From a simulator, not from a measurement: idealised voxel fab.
process module | voxel released beams
cross-section cut | 215 nm wide | cells 5 nm
A cross-section is a grid of square cells, given in bands from the top down. A band is one or more rows of cells.
Each band's line starts with the height of the band's top and of its bottom, in nm. Then come its materials from left to right, each with its width in nm. One material with "throughout" fills the band from edge to edge. "air" is empty space.
Height 0 is the level under which the wafer as received is all one material. The lowest band goes on downwards, as in "0 down".
A width such as "30 to 40" changes by the same amount from each row of cells to the next, from the band's top row to its bottom row.
"no change" after a step means that no cell of the cross-section changed.
closed voids: empty space of 8 cells or more with no open way to the top, each as width x height at its distance from the left edge, in nm
after a step's settings: what the simulator itself notes on the step
overlay nm, on a step with a mask: how far to the right of its planned place the mask lay; to the left if negative
plan
1 op RECEIVE | material Si
2 op CONFORMAL_DEP | material SiN | thk nm 10
3 op DIRECTIONAL_DEP | material SiO2 | thk nm 15
4 op PATTERN | tone open | mask id ANCHOR | material resist | width nm 45 | thk nm 15 | overlay nm 0
5 op DIRECTIONAL_ETCH | etch materials SiO2 | depth nm 15
6 op STRIP | etch materials resist
7 op CONFORMAL_DEP | material W | thk nm 15
8 op MASKED_ETCH | tone cover | mask id BEAM | width nm 80 | etch materials W | depth nm 15 | overlay nm 0
9 op STRIP | etch materials SiO2
varied across the wafers: width nm of step 8. The plan shows the first wafer's value. All wafers start alike
first wafer as received, after step 1
  0 down: Si throughout
  closed voids: none
each wafer at the end: cells of each material gained (+) or lost (-) since it was received, then its closed voids
width nm 80 | +86 SiN | +66 W | closed voids: none
width nm 85 | +86 SiN | +69 W | closed voids: none
width nm 90 | +86 SiN | +72 W | closed voids: none
width nm 95 | +86 SiN | +75 W | closed voids: none
width nm 100 | +86 SiN | +78 W | closed voids: none
width nm 105 | +86 SiN | +81 W | closed voids: none
